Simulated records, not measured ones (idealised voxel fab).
Title: Process Module voxel gate over fins
Cross-sectional view cut (width: 215 nm; square cell size: 5 nm).
Reading order for cross-sections: top band down to bottom band. Underlying form: a grid of square cells. Band size: one or more rows of cells. Look at the band entry: it leads with the top's height and the bottom's height in nm. Then it lists the materials left to right, with a width in nm for each. The word "full width" on a single material says that material fills the band edge to edge. The word "blank" is empty space. Zero point of the height axis is 0; under it, received wafer = one material. Lowest band: continues down indefinitely, "top 0, no bottom". Per-row width for "30..40": begins at first number (top row of band), ends at second number (bottom row), increment between rows held constant. "nothing was modified", as given for a step, is the statement that not any cell of the cross-section underwent a change during that step. "Voids, enclosed" lists enclosed empty spaces (at least 8 cells, no open path upward to the top), each as width x height at distance from the left edge, in nm. On a step's line, text after the settings is the simulator commenting on that step. overlay nm: where the mask lay relative to plan, measured to the right, on steps with a mask; negatives go left.
Intended process steps:
1: RECEIVE: material Si
2: CONFORMAL_DEP: material SiN, thk nm 10
3: DIRECTIONAL_DEP: material aC, thk nm 10
4: PATTERN: tone cover, mask id FINS, material resist, width nm 15, pitch nm 40, thk nm 30, overlay nm 0
5: DIRECTIONAL_ETCH: etch materials aC, depth nm 10
6: STRIP: etch materials resist
7: DIRECTIONAL_ETCH: etch materials SiN, depth nm 10
8: DIRECTIONAL_ETCH: etch materials Si, depth nm 30
9: STRIP: etch materials aC
10: OXIDIZE: depth nm 5
11: FILL_DEP: material SiO2, thk nm 5
12: CMP: height nm 10
13: SELECTIVE_ETCH: etch materials SiO2, depth nm 20
14: STRIP: etch materials SiN
15: CONFORMAL_DEP: material HfO2, thk nm 5
16: CONFORMAL_DEP: material TiN, thk nm 5
17: FILL_DEP: material W, thk nm 10
18: CMP: height nm 15
19: CONFORMAL_DEP: material SiCN, thk nm 5
The cross-section here shows the wafer as received, i.e. in its state after step 1:
	top 0, no bottom: Si full width
	Voids, enclosed: none
One mistake in running the module, otherwise start and plan as above: cross-section at the end:
	top 20, bottom 15: SiCN full width
	top 15, bottom 10: W full width
	top 10, bottom 5: W 50 nm, then TiN 35 nm, then W 5 nm, then TiN 35 nm, then W 5 nm, then TiN 35 nm, then W 50 nm
	top 5, bottom 0: W 50 nm, then TiN 5 nm, then HfO2 25 nm, then TiN 5 nm, then W 5 nm, then TiN 5 nm, then HfO2 25 nm, then TiN 5 nm, then W 5 nm, then TiN 5 nm, then HfO2 25 nm, then TiN 5 nm, then W 50 nm
	top 0, bottom -5: TiN 55 nm, then HfO2 5 nm, then Si 15 nm, then HfO2 5 nm, then TiN 15 nm, then HfO2 5 nm, then Si 15 nm, then HfO2 5 nm, then TiN 15 nm, then HfO2 5 nm, then Si 15 nm, then HfO2 5 nm, then TiN 55 nm
	top -5, bottom -10: HfO2 60 nm, then Si 15 nm, then HfO2 25 nm, then Si 15 nm, then HfO2 25 nm, then Si 15 nm, then HfO2 60 nm
	top -10, bottom -35: SiO2 60 nm, then Si 15 nm, then SiO2 25 nm, then Si 15 nm, then SiO2 25 nm, then Si 15 nm, then SiO2 60 nm
	top -35, no bottom: Si full width
	Voids, enclosed: none
Nonconformance to the process plan: for step 4, the planned setting was not used; the step was instead run as PATTERN: tone cover, mask id FINS, material resist, width nm 25, pitch nm 40, thk nm 30, overlay nm 0
